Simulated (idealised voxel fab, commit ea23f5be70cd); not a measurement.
This is a process module. Its name is voxel wiring stack.
Pictured: cross-section cut, 145 nm wide, on a grid of 5 nm square cells.
Bands, listed from the top down, are how a cross-section gets written in this document; the cross-section itself is a grid of square cells, and a band is one or more rows of them.
Top, bottom (nm), then materials left to right with widths (nm); lone material tagged "all across" fills the whole band edge to edge; "empty" = empty space.
Note: height 0 marks the level under which the wafer is uniformly one material as received. Lowest band unbounded below, written "0 down".
A width given as "30 to 40" starts at the first number in the band's top row and ends at the second number in its bottom row, shifting by an equal amount at every step from row to row.
A step reported as "stayed the same" is a step in which no cell of the cross-section changed.
What "Completely sealed voids" gives you is every empty space of 8 cells or more that is cut off from the top. Each appears as width x height at distance, with the distance taken from the left edge and width, height and distance all in nm.
Anything after a step's settings on that line? It's the simulator's own note about the step.
overlay nm: for a step with a mask, the amount by which the mask lay right of where it was planned; a negative amount means left of it.
Pairs follow: section before one process step, section after it down to the lowest changed band, step with settings underneath. Pairs may come from different runs of this module on the same starting wafer; continuity with the pair above only as stated in the "Before processing" entry.
BEFORE PROCESSING
- 0 down | Si all across
- Completely sealed voids: none
AFTER THE STEP
- 10 to 0 | SiO2 all across
- For the remainder of the cross-section, below 0, there is no change.
- Completely sealed voids: none
Step lying between the two cross-sections just above: CONFORMAL_DEP | material SiO2 | thk nm 10
Before processing: as in the pair right above, post-step view.
AFTER THE STEP
- 15 to 10 | TiN all across
- For the remainder of the cross-section, below 10, there is no change.
- Completely sealed voids: none
Step lying between the two cross-sections just above: DIRECTIONAL_DEP | material TiN | thk nm 5
Before processing: as in the pair right above, post-step view.
AFTER THE STEP
- 30 to 15 | W all across
- For the remainder of the cross-section, below 15, there is no change.
- Completely sealed voids: none
Step lying between the two cross-sections just above: DIRECTIONAL_DEP | material W | thk nm 15
Before processing: as in the pair right above, post-step view.
AFTER THE STEP
- 45 to 30 | aC all across
- For the remainder of the cross-section, below 30, there is no change.
- Completely sealed voids: none
Step lying between the two cross-sections just above: DIRECTIONAL_DEP | material aC | thk nm 15
Before processing: as in the pair right above, post-step view.
AFTER THE STEP
- 75 to 45 | 30 empty; 25 resist; 30 empty; 25 resist; 35 empty
- For the remainder of the cross-section, below 45, there is no change.
- Completely sealed voids: none
Step lying between the two cross-sections just above: PATTERN | tone cover | mask id METAL_1 | material resist | width nm 25 | pitch nm 55 | thk nm 30 | overlay nm 0
Before processing: as in the pair right above, post-step view.
AFTER THE STEP
- 60 to 45 | 30 empty; 25 resist; 30 empty; 25 resist; 35 empty
- 45 to 30 | 30 empty; 25 aC; 30 empty; 25 aC; 35 empty
- For the remainder of the cross-section, below 30, there is no change.
- Completely sealed voids: none
Step lying between the two cross-sections just above: DIRECTIONAL_ETCH | etch materials aC | depth nm 15
Before processing: as in the pair right above, post-step view.
AFTER THE STEP
- 45 to 30 | 30 empty; 25 aC; 30 empty; 25 aC; 35 empty
- For the remainder of the cross-section, below 30, there is no change.
- Completely sealed voids: none
Step lying between the two cross-sections just above: STRIP | etch materials resist
Before processing: as in the pair right above, post-step view.
AFTER THE STEP
- 45 to 30 | 30 empty; 25 aC; 30 empty; 25 aC; 35 empty
- 30 to 15 | 30 empty; 25 W; 30 empty; 25 W; 35 empty
- For the remainder of the cross-section, below 15, there is no change.
- Completely sealed voids: none
Step lying between the two cross-sections just above: DIRECTIONAL_ETCH | etch materials W | depth nm 15
Before processing: as in the pair right above, post-step view.
AFTER THE STEP
- 45 to 30 | 30 empty; 25 aC; 30 empty; 25 aC; 35 empty
- 30 to 15 | 30 empty; 25 W; 30 empty; 25 W; 35 empty
- 15 to 10 | 30 empty; 25 TiN; 30 empty; 25 TiN; 35 empty
- For the remainder of the cross-section, below 10, there is no change.
- Completely sealed voids: none
Step lying between the two cross-sections just above: DIRECTIONAL_ETCH | etch materials TiN | depth nm 5
Before processing: as in the pair right above, post-step view.
AFTER THE STEP
- 30 to 15 | 30 empty; 25 W; 30 empty; 25 W; 35 empty
- For the remainder of the cross-section, below 15, there is no change.
- Completely sealed voids: none
Step lying between the two cross-sections just above: STRIP | etch materials aC
Before processing: as in the pair right above, post-step view.
AFTER THE STEP
- 35 to 30 | 25 empty; 35 SiCN; 20 empty; 35 SiCN; 30 empty
- 30 to 15 | 25 empty; 5 SiCN; 25 W; 5 SiCN; 20 empty; 5 SiCN; 25 W; 5 SiCN; 30 empty
- 15 to 10 | 30 SiCN; 25 TiN; 30 SiCN; 25 TiN; 35 SiCN
- For the remainder of the cross-section, below 10, there is no change.
- Completely sealed voids: none
Step lying between the two cross-sections just above: CONFORMAL_DEP | material SiCN | thk nm 5
Before processing: as in the pair right above, post-step view.
AFTER THE STEP
- 40 to 35 | SiO2 all across
- 35 to 30 | 25 SiO2; 35 SiCN; 20 SiO2; 35 SiCN; 30 SiO2
- 30 to 15 | 25 SiO2; 5 SiCN; 25 W; 5 SiCN; 20 SiO2; 5 SiCN; 25 W; 5 SiCN; 30 SiO2
- For the remainder of the cross-section, below 15, there is no change.
- Completely sealed voids: none
Step lying between the two cross-sections just above: FILL_DEP | material SiO2 | thk nm 5
Before processing: as in the pair right above, post-step view.
AFTER THE STEP
- 30 to 15 | 25 SiO2; 5 SiCN; 25 W; 5 SiCN; 20 SiO2; 5 SiCN; 25 W; 5 SiCN; 30 SiO2
- For the remainder of the cross-section, below 15, there is no change.
- Completely sealed voids: none
Step lying between the two cross-sections just above: CMP | height nm 30
Before processing: as in the pair right above, post-step view.
AFTER THE STEP
- 35 to 30 | SiCN all across
- For the remainder of the cross-section, below 30, there is no change.
- Completely sealed voids: none
Step lying between the two cross-sections just above: CONFORMAL_DEP | material SiCN | thk nm 5
Before processing: as in the pair right above, post-step view.
AFTER THE STEP
- 70 to 35 | SiO2 all across
- For the remainder of the cross-section, below 35, there is no change.
- Completely sealed voids: none
Step lying between the two cross-sections just above: DIRECTIONAL_DEP | material SiO2 | thk nm 35
Before processing: as in the pair right above, post-step view.
AFTER THE STEP
- 70 to 35 | 30 SiO2; 15 empty; 100 SiO2
- For the remainder of the cross-section, below 35, there is no change.
- Completely sealed voids: none
Step lying between the two cross-sections just above: MASKED_ETCH | tone open | mask id METAL_2_HOLES | width nm 15 | etch materials SiO2 | depth nm 35 | overlay nm 0
Before processing: as in the pair right above, post-step view.
AFTER THE STEP
- 90 to 70 | 30 resist; 25 empty; 30 resist; 25 empty; 35 resist
- For the remainder of the cross-section, below 70, there is no change.
- Completely sealed voids: none
Step lying between the two cross-sections just above: PATTERN | tone open | mask id METAL_2 | material resist | width nm 25 | pitch nm 55 | thk nm 20 | overlay nm 0
Before processing: as in the pair right above, post-step view.
AFTER THE STEP
- 90 to 70 | 30 resist; 25 empty; 30 resist; 25 empty; 35 resist
- 70 to 50 | 30 SiO2; 25 empty; 30 SiO2; 25 empty; 35 SiO2
- For the remainder of the cross-section, below 50, there is no change.
- Completely sealed voids: none
Step lying between the two cross-sections just above: DIRECTIONAL_ETCH | etch materials SiO2 | depth nm 20
Before processing: as in the pair right above, post-step view.
AFTER THE STEP
- 90 to 70 | 30 resist; 25 empty; 30 resist; 25 empty; 35 resist
- 70 to 50 | 30 SiO2; 25 empty; 30 SiO2; 25 empty; 35 SiO2
- 50 to 35 | 30 SiO2; 15 empty; 100 SiO2
- 35 to 30 | 30 SiCN; 15 empty; 100 SiCN
- For the remainder of the cross-section, below 30, there is no change.
- Completely sealed voids: none
Step lying between the two cross-sections just above: DIRECTIONAL_ETCH | etch materials SiCN | depth nm 5
Before processing: as in the pair right above, post-step view.
AFTER THE STEP
- 70 to 50 | 30 SiO2; 25 empty; 30 SiO2; 25 empty; 35 SiO2
- For the remainder of the cross-section, below 50, there is no change.
- Completely sealed voids: none
Step lying between the two cross-sections just above: STRIP | etch materials resist
Before processing: as in the pair right above, post-step view.
AFTER THE STEP
- 75 to 70 | 35 TiN; 15 empty; 40 TiN; 15 empty; 40 TiN
- 70 to 55 | 30 SiO2; 5 TiN; 15 empty; 5 TiN; 30 SiO2; 5 TiN; 15 empty; 5 TiN; 35 SiO2
- 55 to 50 | 30 SiO2; 5 TiN; 5 empty; 15 TiN; 30 SiO2; 25 TiN; 35 SiO2
- 50 to 35 | 30 SiO2; 5 TiN; 5 empty; 5 TiN; 100 SiO2
- 35 to 30 | 30 SiCN; 15 TiN; 100 SiCN
- For the remainder of the cross-section, below 30, there is no change.
- Completely sealed voids: none
Step lying between the two cross-sections just above: CONFORMAL_DEP | material TiN | thk nm 5
Before processing: as in the pair right above, post-step view.
AFTER THE STEP
- 85 to 75 | Ru all across
- 75 to 70 | 35 TiN; 15 Ru; 40 TiN; 15 Ru; 40 TiN
- 70 to 55 | 30 SiO2; 5 TiN; 15 Ru; 5 TiN; 30 SiO2; 5 TiN; 15 Ru; 5 TiN; 35 SiO2
- 55 to 50 | 30 SiO2; 5 TiN; 5 Ru; 15 TiN; 30 SiO2; 25 TiN; 35 SiO2
- 50 to 35 | 30 SiO2; 5 TiN; 5 Ru; 5 TiN; 100 SiO2
- For the remainder of the cross-section, below 35, there is no change.
- Completely sealed voids: none
Step lying between the two cross-sections just above: FILL_DEP | material Ru | thk nm 10
Before processing: as in the pair right above, post-step view.
AFTER THE STEP
- 70 to 55 | 30 SiO2; 5 TiN; 15 Ru; 5 TiN; 30 SiO2; 5 TiN; 15 Ru; 5 TiN; 35 SiO2
- For the remainder of the cross-section, below 55, there is no change.
- Completely sealed voids: none
Step lying between the two cross-sections just above: CMP | height nm 70
Before processing: as in the pair right above, post-step view.
AFTER THE STEP
- 75 to 70 | SiCN all across
- For the remainder of the cross-section, below 70, there is no change.
- Completely sealed voids: none
Step lying between the two cross-sections just above: CONFORMAL_DEP | material SiCN | thk nm 5
Before processing: as in the pair right above, post-step view.
AFTER THE STEP
- 95 to 75 | SiO2 all across
- For the remainder of the cross-section, below 75, there is no change.
- Completely sealed voids: none
Step lying between the two cross-sections just above: DIRECTIONAL_DEP | material SiO2 | thk nm 20
Before processing: as in the pair right above, post-step view.
AFTER THE STEP
- 105 to 95 | aC all across
- For the remainder of the cross-section, below 95, there is no change.
- Completely sealed voids: none
Step lying between the two cross-sections just above: DIRECTIONAL_DEP | material aC | thk nm 10
Before processing: as in the pair right above, post-step view.
AFTER THE STEP
- 130 to 105 | 30 resist; 15 empty; 100 resist
- For the remainder of the cross-section, below 105, there is no change.
- Completely sealed voids: none
Step lying between the two cross-sections just above: PATTERN | tone open | mask id PLUG_2 | material resist | width nm 15 | thk nm 25 | overlay nm 0
Before processing: as in the pair right above, post-step view.
AFTER THE STEP
- 120 to 105 | 30 resist; 15 empty; 100 resist
- 105 to 95 | 30 aC; 15 empty; 100 aC
- For the remainder of the cross-section, below 95, there is no change.
- Completely sealed voids: none
Step lying between the two cross-sections just above: DIRECTIONAL_ETCH | etch materials aC | depth nm 10
Before processing: as in the pair right above, post-step view.
AFTER THE STEP
- 105 to 95 | 30 aC; 15 empty; 100 aC
- For the remainder of the cross-section, below 95, there is no change.
- Completely sealed voids: none
Step lying between the two cross-sections just above: STRIP | etch materials resist
Before processing: as in the pair right above, post-step view.
AFTER THE STEP
- 105 to 95 | 30 aC; 15 empty; 100 aC
- 95 to 75 | 30 SiO2; 15 empty; 100 SiO2
- For the remainder of the cross-section, below 75, there is no change.
- Completely sealed voids: none
Step lying between the two cross-sections just above: DIRECTIONAL_ETCH | etch materials SiO2 | depth nm 20
Before processing: as in the pair right above, post-step view.
AFTER THE STEP
- 105 to 95 | 30 aC; 15 empty; 100 aC
- 95 to 75 | 30 SiO2; 15 empty; 100 SiO2
- 75 to 70 | 30 SiCN; 15 empty; 100 SiCN
- For the remainder of the cross-section, below 70, there is no change.
- Completely sealed voids: none
Step lying between the two cross-sections just above: DIRECTIONAL_ETCH | etch materials SiCN | depth nm 5
Before processing: as in the pair right above, post-step view.
AFTER THE STEP
- 95 to 75 | 30 SiO2; 15 empty; 100 SiO2
- For the remainder of the cross-section, below 75, there is no change.
- Completely sealed voids: none
Step lying between the two cross-sections just above: STRIP | etch materials aC
Before processing: as in the pair right above, post-step view.
AFTER THE STEP
- 95 to 80 | 30 SiO2; 15 empty; 100 SiO2
- 80 to 75 | 30 SiO2; 15 Ru; 100 SiO2
- 75 to 70 | 30 SiCN; 15 Ru; 100 SiCN
- For the remainder of the cross-section, below 70, there is no change.
- Completely sealed voids: none
Step lying between the two cross-sections just above: EPI | material Ru | thk nm 10
Before processing: as in the pair right above, post-step view.
AFTER THE STEP
- 95 to 90 | 30 SiO2; 15 empty; 100 SiO2
- 90 to 75 | 30 SiO2; 15 Ru; 100 SiO2
- For the remainder of the cross-section, below 75, there is no change.
- Completely sealed voids: none
Step lying between the two cross-sections just above: EPI | material Ru | thk nm 10
Before processing: as in the pair right above, post-step view.
AFTER THE STEP
- 95 to 75 | 30 SiO2; 15 Ru; 100 SiO2
- For the remainder of the cross-section, below 75, there is no change.
- Completely sealed voids: none
Step lying between the two cross-sections just above: EPI | material Ru | thk nm 5
Before processing: as in the pair right above, post-step view.
AFTER THE STEP
- 100 to 95 | TiN all across
- For the remainder of the cross-section, below 95, there is no change.
- Completely sealed voids: none
Step lying between the two cross-sections just above: DIRECTIONAL_DEP | material TiN | thk nm 5
Before processing: as in the pair right above, post-step view.
AFTER THE STEP
- 115 to 100 | Ru all across
- For the remainder of the cross-section, below 100, there is no change.
- Completely sealed voids: none
Step lying between the two cross-sections just above: DIRECTIONAL_DEP | material Ru | thk nm 15
Before processing: as in the pair right above, post-step view.
AFTER THE STEP
- 130 to 115 | 30 empty; 25 resist; 30 empty; 25 resist; 35 empty
- For the remainder of the cross-section, below 115, there is no change.
- Completely sealed voids: none
Step lying between the two cross-sections just above: PATTERN | tone cover | mask id METAL_3 | material resist | width nm 25 | pitch nm 55 | thk nm 15 | overlay nm 0
Before processing: as in the pair right above, post-step view.
AFTER THE STEP
- 130 to 115 | 30 empty; 25 resist; 30 empty; 25 resist; 35 empty
- 115 to 100 | 30 empty; 25 Ru; 30 empty; 25 Ru; 35 empty
- For the remainder of the cross-section, below 100, there is no change.
- Completely sealed voids: none
Step lying between the two cross-sections just above: DIRECTIONAL_ETCH | etch materials Ru | depth nm 15
Before processing: as in the pair right above, post-step view.
AFTER THE STEP
- 130 to 115 | 30 empty; 25 resist; 30 empty; 25 resist; 35 empty
- 115 to 100 | 30 empty; 25 Ru; 30 empty; 25 Ru; 35 empty
- 100 to 95 | 30 empty; 25 TiN; 30 empty; 25 TiN; 35 empty
- For the remainder of the cross-section, below 95, there is no change.
- Completely sealed voids: none
Step lying between the two cross-sections just above: DIRECTIONAL_ETCH | etch materials TiN | depth nm 5
Before processing: as in the pair right above, post-step view.
AFTER THE STEP
- 115 to 100 | 30 empty; 25 Ru; 30 empty; 25 Ru; 35 empty
- For the remainder of the cross-section, below 100, there is no change.
- Completely sealed voids: none
Step lying between the two cross-sections just above: STRIP | etch materials resist
Before processing: as in the pair right above, post-step view.
AFTER THE STEP
- 125 to 115 | SiO2 all across
- 115 to 100 | 30 SiO2; 25 Ru; 30 SiO2; 25 Ru; 35 SiO2
- 100 to 95 | 30 SiO2; 25 TiN; 30 SiO2; 25 TiN; 35 SiO2
- For the remainder of the cross-section, below 95, there is no change.
- Completely sealed voids: none
Step lying between the two cross-sections just above: FILL_DEP | material SiO2 | thk nm 10
Before processing: as in the pair right above, post-step view.
AFTER THE STEP
- 115 to 100 | 30 SiO2; 25 Ru; 30 SiO2; 25 Ru; 35 SiO2
- For the remainder of the cross-section, below 100, there is no change.
- Completely sealed voids: none
Step lying between the two cross-sections just above: CMP | height nm 115
Before processing: as in the pair right above, post-step view.
AFTER THE STEP
- 120 to 115 | SiN all across
- For the remainder of the cross-section, below 115, there is no change.
- Completely sealed voids: none
Step lying between the two cross-sections just above: CONFORMAL_DEP | material SiN | thk nm 5
BEFORE PROCESSING
- 10 to 0 | SiO2 all across
- 0 down | Si all across
- Completely sealed voids: none
AFTER THE STEP
- 25 to 10 | W all across
- For the remainder of the cross-section, below 10, there is no change.
- Completely sealed voids: none
Step lying between the two cross-sections just above: DIRECTIONAL_DEP | material W | thk nm 15
Before processing: as in the pair right above, post-step view.
AFTER THE STEP
- 40 to 25 | aC all across
- For the remainder of the cross-section, below 25, there is no change.
- Completely sealed voids: none
Step lying between the two cross-sections just above: DIRECTIONAL_DEP | material aC | thk nm 15
Before processing: as in the pair right above, post-step view.
AFTER THE STEP
- 70 to 40 | 30 empty; 25 resist; 30 empty; 25 resist; 35 empty
- For the remainder of the cross-section, below 40, there is no change.
- Completely sealed voids: none
Step lying between the two cross-sections just above: PATTERN | tone cover | mask id METAL_1 | material resist | width nm 25 | pitch nm 55 | thk nm 30 | overlay nm 0
Before processing: as in the pair right above, post-step view.
AFTER THE STEP
- 55 to 40 | 30 empty; 25 resist; 30 empty; 25 resist; 35 empty
- 40 to 25 | 30 empty; 25 aC; 30 empty; 25 aC; 35 empty
- For the remainder of the cross-section, below 25, there is no change.
- Completely sealed voids: none
Step lying between the two cross-sections just above: DIRECTIONAL_ETCH | etch materials aC | depth nm 15
Before processing: as in the pair right above, post-step view.
AFTER THE STEP
- 40 to 25 | 30 empty; 25 aC; 30 empty; 25 aC; 35 empty
- For the remainder of the cross-section, below 25, there is no change.
- Completely sealed voids: none
Step lying between the two cross-sections just above: STRIP | etch materials resist
Before processing: as in the pair right above, post-step view.
AFTER THE STEP
- 40 to 25 | 30 empty; 25 aC; 30 empty; 25 aC; 35 empty
- 25 to 10 | 30 empty; 25 W; 30 empty; 25 W; 35 empty
- For the remainder of the cross-section, below 10, there is no change.
- Completely sealed voids: none
Step lying between the two cross-sections just above: DIRECTIONAL_ETCH | etch materials W | depth nm 15
Before processing: as in the pair right above, post-step view.
AFTER THE STEP
- 25 to 10 | 30 empty; 25 W; 30 empty; 25 W; 35 empty
- For the remainder of the cross-section, below 10, there is no change.
- Completely sealed voids: none
Step lying between the two cross-sections just above: STRIP | etch materials aC
Before processing: as in the pair right above, post-step view.
AFTER THE STEP
- 30 to 25 | 25 empty; 35 SiCN; 20 empty; 35 SiCN; 30 empty
- 25 to 15 | 25 empty; 5 SiCN; 25 W; 5 SiCN; 20 empty; 5 SiCN; 25 W; 5 SiCN; 30 empty
- 15 to 10 | 30 SiCN; 25 W; 30 SiCN; 25 W; 35 SiCN
- For the remainder of the cross-section, below 10, there is no change.
- Completely sealed voids: none
Step lying between the two cross-sections just above: CONFORMAL_DEP | material SiCN | thk nm 5
Before processing: as in the pair right above, post-step view.
AFTER THE STEP
- 35 to 30 | SiO2 all across
- 30 to 25 | 25 SiO2; 35 SiCN; 20 SiO2; 35 SiCN; 30 SiO2
- 25 to 15 | 25 SiO2; 5 SiCN; 25 W; 5 SiCN; 20 SiO2; 5 SiCN; 25 W; 5 SiCN; 30 SiO2
- For the remainder of the cross-section, below 15, there is no change.
- Completely sealed voids: none
Step lying between the two cross-sections just above: FILL_DEP | material SiO2 | thk nm 5
Before processing: as in the pair right above, post-step view.
AFTER THE STEP
- 30 to 25 | 25 SiO2; 35 SiCN; 20 SiO2; 35 SiCN; 30 SiO2
- For the remainder of the cross-section, below 25, there is no change.
- Completely sealed voids: none
Step lying between the two cross-sections just above: CMP | height nm 30
Before processing: as in the pair right above, post-step view.
AFTER THE STEP
- 35 to 30 | SiCN all across
- For the remainder of the cross-section, below 30, there is no change.
- Completely sealed voids: none
Step lying between the two cross-sections just above: CONFORMAL_DEP | material SiCN | thk nm 5
Before processing: as in the pair right above, post-step view.
AFTER THE STEP
- 70 to 35 | SiO2 all across
- For the remainder of the cross-section, below 35, there is no change.
- Completely sealed voids: none
Step lying between the two cross-sections just above: DIRECTIONAL_DEP | material SiO2 | thk nm 35
Before processing: as in the pair right above, post-step view.
AFTER THE STEP
- 70 to 35 | 30 SiO2; 15 empty; 100 SiO2
- For the remainder of the cross-section, below 35, there is no change.
- Completely sealed voids: none
Step lying between the two cross-sections just above: MASKED_ETCH | tone open | mask id METAL_2_HOLES | width nm 15 | etch materials SiO2 | depth nm 35 | overlay nm 0
Before processing: as in the pair right above, post-step view.
AFTER THE STEP
- 90 to 70 | 30 resist; 25 empty; 30 resist; 25 empty; 35 resist
- For the remainder of the cross-section, below 70, there is no change.
- Completely sealed voids: none
Step lying between the two cross-sections just above: PATTERN | tone open | mask id METAL_2 | material resist | width nm 25 | pitch nm 55 | thk nm 20 | overlay nm 0
Before processing: as in the pair right above, post-step view.
AFTER THE STEP
- 90 to 70 | 30 resist; 25 empty; 30 resist; 25 empty; 35 resist
- 70 to 50 | 30 SiO2; 25 empty; 30 SiO2; 25 empty; 35 SiO2
- For the remainder of the cross-section, below 50, there is no change.
- Completely sealed voids: none
Step lying between the two cross-sections just above: DIRECTIONAL_ETCH | etch materials SiO2 | depth nm 20
Before processing: as in the pair right above, post-step view.
AFTER THE STEP
- 90 to 70 | 30 resist; 25 empty; 30 resist; 25 empty; 35 resist
- 70 to 50 | 30 SiO2; 25 empty; 30 SiO2; 25 empty; 35 SiO2
- 50 to 35 | 30 SiO2; 15 empty; 100 SiO2
- 35 to 30 | 30 SiCN; 15 empty; 100 SiCN
- For the remainder of the cross-section, below 30, there is no change.
- Completely sealed voids: none
Step lying between the two cross-sections just above: DIRECTIONAL_ETCH | etch materials SiCN | depth nm 5
Before processing: as in the pair right above, post-step view.
AFTER THE STEP
- 70 to 50 | 30 SiO2; 25 empty; 30 SiO2; 25 empty; 35 SiO2
- For the remainder of the cross-section, below 50, there is no change.
- Completely sealed voids: none
Step lying between the two cross-sections just above: STRIP | etch materials resist
Before processing: as in the pair right above, post-step view.
AFTER THE STEP
- 75 to 70 | 35 TiN; 15 empty; 40 TiN; 15 empty; 40 TiN
- 70 to 55 | 30 SiO2; 5 TiN; 15 empty; 5 TiN; 30 SiO2; 5 TiN; 15 empty; 5 TiN; 35 SiO2
- 55 to 50 | 30 SiO2; 5 TiN; 5 empty; 15 TiN; 30 SiO2; 25 TiN; 35 SiO2
- 50 to 35 | 30 SiO2; 5 TiN; 5 empty; 5 TiN; 100 SiO2
- 35 to 30 | 30 SiCN; 15 TiN; 100 SiCN
- For the remainder of the cross-section, below 30, there is no change.
- Completely sealed voids: none
Step lying between the two cross-sections just above: CONFORMAL_DEP | material TiN | thk nm 5
Before processing: as in the pair right above, post-step view.
AFTER THE STEP
- 85 to 75 | Ru all across
- 75 to 70 | 35 TiN; 15 Ru; 40 TiN; 15 Ru; 40 TiN
- 70 to 55 | 30 SiO2; 5 TiN; 15 Ru; 5 TiN; 30 SiO2; 5 TiN; 15 Ru; 5 TiN; 35 SiO2
- 55 to 50 | 30 SiO2; 5 TiN; 5 Ru; 15 TiN; 30 SiO2; 25 TiN; 35 SiO2
- 50 to 35 | 30 SiO2; 5 TiN; 5 Ru; 5 TiN; 100 SiO2
- For the remainder of the cross-section, below 35, there is no change.
- Completely sealed voids: none
Step lying between the two cross-sections just above: FILL_DEP | material Ru | thk nm 10
Before processing: as in the pair right above, post-step view.
AFTER THE STEP
- 70 to 55 | 30 SiO2; 5 TiN; 15 Ru; 5 TiN; 30 SiO2; 5 TiN; 15 Ru; 5 TiN; 35 SiO2
- For the remainder of the cross-section, below 55, there is no change.
- Completely sealed voids: none
Step lying between the two cross-sections just above: CMP | height nm 70
Before processing: as in the pair right above, post-step view.
AFTER THE STEP
- 75 to 70 | SiCN all across
- For the remainder of the cross-section, below 70, there is no change.
- Completely sealed voids: none
Step lying between the two cross-sections just above: CONFORMAL_DEP | material SiCN | thk nm 5
Before processing: as in the pair right above, post-step view.
AFTER THE STEP
- 95 to 75 | SiO2 all across
- For the remainder of the cross-section, below 75, there is no change.
- Completely sealed voids: none
Step lying between the two cross-sections just above: DIRECTIONAL_DEP | material SiO2 | thk nm 20
Before processing: as in the pair right above, post-step view.
AFTER THE STEP
- 105 to 95 | aC all across
- For the remainder of the cross-section, below 95, there is no change.
- Completely sealed voids: none
Step lying between the two cross-sections just above: DIRECTIONAL_DEP | material aC | thk nm 10
Before processing: as in the pair right above, post-step view.
AFTER THE STEP
- 130 to 105 | 30 resist; 15 empty; 100 resist
- For the remainder of the cross-section, below 105, there is no change.
- Completely sealed voids: none
Step lying between the two cross-sections just above: PATTERN | tone open | mask id PLUG_2 | material resist | width nm 15 | thk nm 25 | overlay nm 0
Before processing: as in the pair right above, post-step view.
AFTER THE STEP
- 120 to 105 | 30 resist; 15 empty; 100 resist
- 105 to 95 | 30 aC; 15 empty; 100 aC
- For the remainder of the cross-section, below 95, there is no change.
- Completely sealed voids: none
Step lying between the two cross-sections just above: DIRECTIONAL_ETCH | etch materials aC | depth nm 10
Before processing: as in the pair right above, post-step view.
AFTER THE STEP
- 105 to 95 | 30 aC; 15 empty; 100 aC
- For the remainder of the cross-section, below 95, there is no change.
- Completely sealed voids: none
Step lying between the two cross-sections just above: STRIP | etch materials resist
Before processing: as in the pair right above, post-step view.
AFTER THE STEP
- 105 to 95 | 30 aC; 15 empty; 100 aC
- 95 to 75 | 30 SiO2; 15 empty; 100 SiO2
- For the remainder of the cross-section, below 75, there is no change.
- Completely sealed voids: none
Step lying between the two cross-sections just above: DIRECTIONAL_ETCH | etch materials SiO2 | depth nm 20
Before processing: as in the pair right above, post-step view.
AFTER THE STEP
- 105 to 95 | 30 aC; 15 empty; 100 aC
- 95 to 75 | 30 SiO2; 15 empty; 100 SiO2
- 75 to 70 | 30 SiCN; 15 empty; 100 SiCN
- For the remainder of the cross-section, below 70, there is no change.
- Completely sealed voids: none
Step lying between the two cross-sections just above: DIRECTIONAL_ETCH | etch materials SiCN | depth nm 5
Before processing: as in the pair right above, post-step view.
AFTER THE STEP
- 95 to 75 | 30 SiO2; 15 empty; 100 SiO2
- For the remainder of the cross-section, below 75, there is no change.
- Completely sealed voids: none
Step lying between the two cross-sections just above: STRIP | etch materials aC
Before processing: as in the pair right above, post-step view.
AFTER THE STEP
- 95 to 80 | 30 SiO2; 15 empty; 100 SiO2
- 80 to 75 | 30 SiO2; 15 Ru; 100 SiO2
- 75 to 70 | 30 SiCN; 15 Ru; 100 SiCN
- For the remainder of the cross-section, below 70, there is no change.
- Completely sealed voids: none
Step lying between the two cross-sections just above: EPI | material Ru | thk nm 10
Before processing: as in the pair right above, post-step view.
AFTER THE STEP
- 95 to 90 | 30 SiO2; 15 empty; 100 SiO2
- 90 to 75 | 30 SiO2; 15 Ru; 100 SiO2
- For the remainder of the cross-section, below 75, there is no change.
- Completely sealed voids: none
Step lying between the two cross-sections just above: EPI | material Ru | thk nm 10
Before processing: as in the pair right above, post-step view.
AFTER THE STEP
- 95 to 75 | 30 SiO2; 15 Ru; 100 SiO2
- For the remainder of the cross-section, below 75, there is no change.
- Completely sealed voids: none
Step lying between the two cross-sections just above: EPI | material Ru | thk nm 5
Before processing: as in the pair right above, post-step view.
AFTER THE STEP
- 100 to 95 | TiN all across
- For the remainder of the cross-section, below 95, there is no change.
- Completely sealed voids: none
Step lying between the two cross-sections just above: DIRECTIONAL_DEP | material TiN | thk nm 5
Before processing: as in the pair right above, post-step view.
AFTER THE STEP
- 115 to 100 | Ru all across
- For the remainder of the cross-section, below 100, there is no change.
- Completely sealed voids: none
Step lying between the two cross-sections just above: DIRECTIONAL_DEP | material Ru | thk nm 15
Before processing: as in the pair right above, post-step view.
AFTER THE STEP
- 130 to 115 | 30 empty; 25 resist; 30 empty; 25 resist; 35 empty
- For the remainder of the cross-section, below 115, there is no change.
- Completely sealed voids: none
Step lying between the two cross-sections just above: PATTERN | tone cover | mask id METAL_3 | material resist | width nm 25 | pitch nm 55 | thk nm 15 | overlay nm 0
Before processing: as in the pair right above, post-step view.
AFTER THE STEP
- 130 to 115 | 30 empty; 25 resist; 30 empty; 25 resist; 35 empty
- 115 to 100 | 30 empty; 25 Ru; 30 empty; 25 Ru; 35 empty
- For the remainder of the cross-section, below 100, there is no change.
- Completely sealed voids: none
Step lying between the two cross-sections just above: DIRECTIONAL_ETCH | etch materials Ru | depth nm 15
Before processing: as in the pair right above, post-step view.
AFTER THE STEP
- 130 to 115 | 30 empty; 25 resist; 30 empty; 25 resist; 35 empty
- 115 to 100 | 30 empty; 25 Ru; 30 empty; 25 Ru; 35 empty
- 100 to 95 | 30 empty; 25 TiN; 30 empty; 25 TiN; 35 empty
- For the remainder of the cross-section, below 95, there is no change.
- Completely sealed voids: none
Step lying between the two cross-sections just above: DIRECTIONAL_ETCH | etch materials TiN | depth nm 5
Before processing: as in the pair right above, post-step view.
AFTER THE STEP
- 115 to 100 | 30 empty; 25 Ru; 30 empty; 25 Ru; 35 empty
- For the remainder of the cross-section, below 100, there is no change.
- Completely sealed voids: none
Step lying between the two cross-sections just above: STRIP | etch materials resist
Before processing: as in the pair right above, post-step view.
AFTER THE STEP
- 125 to 115 | SiO2 all across
- 115 to 100 | 30 SiO2; 25 Ru; 30 SiO2; 25 Ru; 35 SiO2
- 100 to 95 | 30 SiO2; 25 TiN; 30 SiO2; 25 TiN; 35 SiO2
- For the remainder of the cross-section, below 95, there is no change.
- Completely sealed voids: none
Step lying between the two cross-sections just above: FILL_DEP | material SiO2 | thk nm 10
Before processing: as in the pair right above, post-step view.
AFTER THE STEP
- 115 to 100 | 30 SiO2; 25 Ru; 30 SiO2; 25 Ru; 35 SiO2
- For the remainder of the cross-section, below 100, there is no change.
- Completely sealed voids: none
Step lying between the two cross-sections just above: CMP | height nm 115
Before processing: as in the pair right above, post-step view.
AFTER THE STEP
- 120 to 115 | SiN all across
- For the remainder of the cross-section, below 115, there is no change.
- Completely sealed voids: none
Step lying between the two cross-sections just above: CONFORMAL_DEP | material SiN | thk nm 5
